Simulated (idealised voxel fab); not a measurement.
process module | voxel wiring stack
cross-section cut | 145 nm wide | cells 5 nm
A cross-section is a grid of square cells, given in bands from the top down. A band is one or more rows of cells.
Each band's line starts with the height of the band's top and of its bottom, in nm. Then come its materials from left to right, each with its width in nm. One material with "throughout" fills the band from edge to edge. "air" is empty space.
Height 0 is the level under which the wafer as received is all one material. The lowest band goes on downwards, as in "0 down".
A width such as "30 to 40" changes by the same amount from each row of cells to the next, from the band's top row to its bottom row.
"no change" after a step means that no cell of the cross-section changed.
closed voids: empty space of 8 cells or more with no open way to the top, each as width x height at its distance from the left edge, in nm
after a step's settings: what the simulator itself notes on the step
overlay nm, on a step with a mask: how far to the right of its planned place the mask lay; to the left if negative
plan
1 op RECEIVE | material Si
2 op CONFORMAL_DEP | material SiO2 | thk nm 15
3 op DIRECTIONAL_DEP | material TiN | thk nm 5
4 op DIRECTIONAL_DEP | material W | thk nm 15
5 op MASKED_ETCH | tone cover | mask id METAL_1 | width nm 30 | pitch nm 60 | etch materials W | depth nm 15 | overlay nm 0
6 op MASKED_ETCH | tone cover | mask id METAL_1 | width nm 30 | pitch nm 60 | etch materials TiN | depth nm 5 | overlay nm 0
7 op FILL_DEP | material SiO2 | thk nm 5
8 op CMP | height nm 35
9 op CONFORMAL_DEP | material SiCN | thk nm 5
10 op DIRECTIONAL_DEP | material SiO2 | thk nm 10
11 op MASKED_ETCH | tone open | mask id PLUG_1 | width nm 15 | etch materials SiO2 | depth nm 10 | overlay nm 0
12 op MASKED_ETCH | tone open | mask id PLUG_1 | width nm 15 | etch materials SiCN | depth nm 5 | overlay nm 0
13 op CONFORMAL_DEP | material TiN | thk nm 5
14 op FILL_DEP | material Cu | thk nm 5
15 op CMP | height nm 50
16 op CONFORMAL_DEP | material SiN | thk nm 5
17 op DIRECTIONAL_DEP | material lowk | thk nm 15
18 op MASKED_ETCH | tone open | mask id METAL_2 | width nm 30 | pitch nm 60 | etch materials lowk | depth nm 15 | overlay nm 0
19 op MASKED_ETCH | tone open | mask id METAL_2 | width nm 30 | pitch nm 60 | etch materials SiN | depth nm 5 | overlay nm 0
20 op CONFORMAL_DEP | material TiN | thk nm 5
21 op FILL_DEP | material Cu | thk nm 10
22 op CMP | height nm 70
23 op CONFORMAL_DEP | material SiCN | thk nm 5
24 op DIRECTIONAL_DEP | material lowk | thk nm 30
25 op MASKED_ETCH | tone open | mask id METAL_3 | width nm 30 | pitch nm 60 | etch materials lowk | depth nm 15 | overlay nm 0
26 op MASKED_ETCH | tone open | mask id METAL_3_HOLES | width nm 15 | etch materials lowk | depth nm 15 | overlay nm 0
27 op MASKED_ETCH | tone open | mask id METAL_3_HOLES | width nm 15 | etch materials SiCN | depth nm 5 | overlay nm 0
28 op CONFORMAL_DEP | material TiN | thk nm 5
29 op FILL_DEP | material Cu | thk nm 10
30 op CMP | height nm 105
31 op CONFORMAL_DEP | material SiCN | thk nm 5
32 op DIRECTIONAL_DEP | material lowk | thk nm 10
33 op DIRECTIONAL_DEP | material aC | thk nm 15
34 op PATTERN | tone open | mask id PLUG_3 | material resist | width nm 15 | thk nm 30 | overlay nm 0
35 op DIRECTIONAL_ETCH | etch materials aC | depth nm 15
36 op STRIP | etch materials resist
37 op DIRECTIONAL_ETCH | etch materials lowk | depth nm 10
38 op DIRECTIONAL_ETCH | etch materials SiCN | depth nm 5
39 op STRIP | etch materials aC
40 op EPI | material Ru | thk nm 10
41 op EPI | material Ru | thk nm 5
42 op DIRECTIONAL_DEP | material TiN | thk nm 5
43 op DIRECTIONAL_DEP | material W | thk nm 15
44 op PATTERN | tone cover | mask id METAL_4 | material resist | width nm 30 | pitch nm 60 | thk nm 20 | overlay nm 0
45 op DIRECTIONAL_ETCH | etch materials W | depth nm 15
46 op DIRECTIONAL_ETCH | etch materials TiN | depth nm 5
47 op STRIP | etch materials resist
48 op FILL_DEP | material SiO2 | thk nm 5
49 op CMP | height nm 140
50 op CONFORMAL_DEP | material SiCN | thk nm 5
as received, after step 1
  0 down: Si throughout
  closed voids: none
a wafer at the end: this start, this plan, one mistake
  145 to 140: SiCN throughout
  140 to 125: SiO2 25 | W 30 | SiO2 30 | W 30 | SiO2 30
  125 to 120: SiO2 25 | TiN 30 | SiO2 30 | TiN 30 | SiO2 30
  120 to 110: lowk 25 | Ru 15 | lowk 105
  110 to 105: SiCN 25 | Ru 15 | SiCN 105
  105 to 95: lowk 25 | TiN 5 | Cu 20 | TiN 5 | lowk 30 | TiN 5 | Cu 20 | TiN 5 | lowk 30
  95 to 90: lowk 25 | TiN 5 | Cu 5 | TiN 20 | lowk 30 | TiN 30 | lowk 30
  90 to 75: lowk 25 | TiN 5 | Cu 5 | TiN 5 | lowk 105
  75 to 70: SiCN 25 | TiN 15 | SiCN 105
  70 to 60: Cu 20 | TiN 5 | lowk 30 | TiN 5 | Cu 20 | TiN 5 | lowk 30 | TiN 5 | Cu 25
  60 to 55: TiN 25 | lowk 30 | TiN 30 | lowk 30 | TiN 30
  55 to 50: SiN throughout
  50 to 40: SiO2 25 | TiN 5 | Cu 5 | TiN 5 | SiO2 105
  40 to 35: SiCN 25 | TiN 15 | SiCN 105
  35 to 20: SiO2 25 | W 30 | SiO2 30 | W 30 | SiO2 30
  20 to 15: SiO2 25 | TiN 30 | SiO2 30 | TiN 30 | SiO2 30
  15 to 0: SiO2 throughout
  0 down: Si throughout
  closed voids: none
what went wrong: step 18 ran as: op MASKED_ETCH | tone cover | mask id METAL_2 | width nm 30 | pitch nm 60 | etch materials lowk | depth nm 15 | overlay nm 0
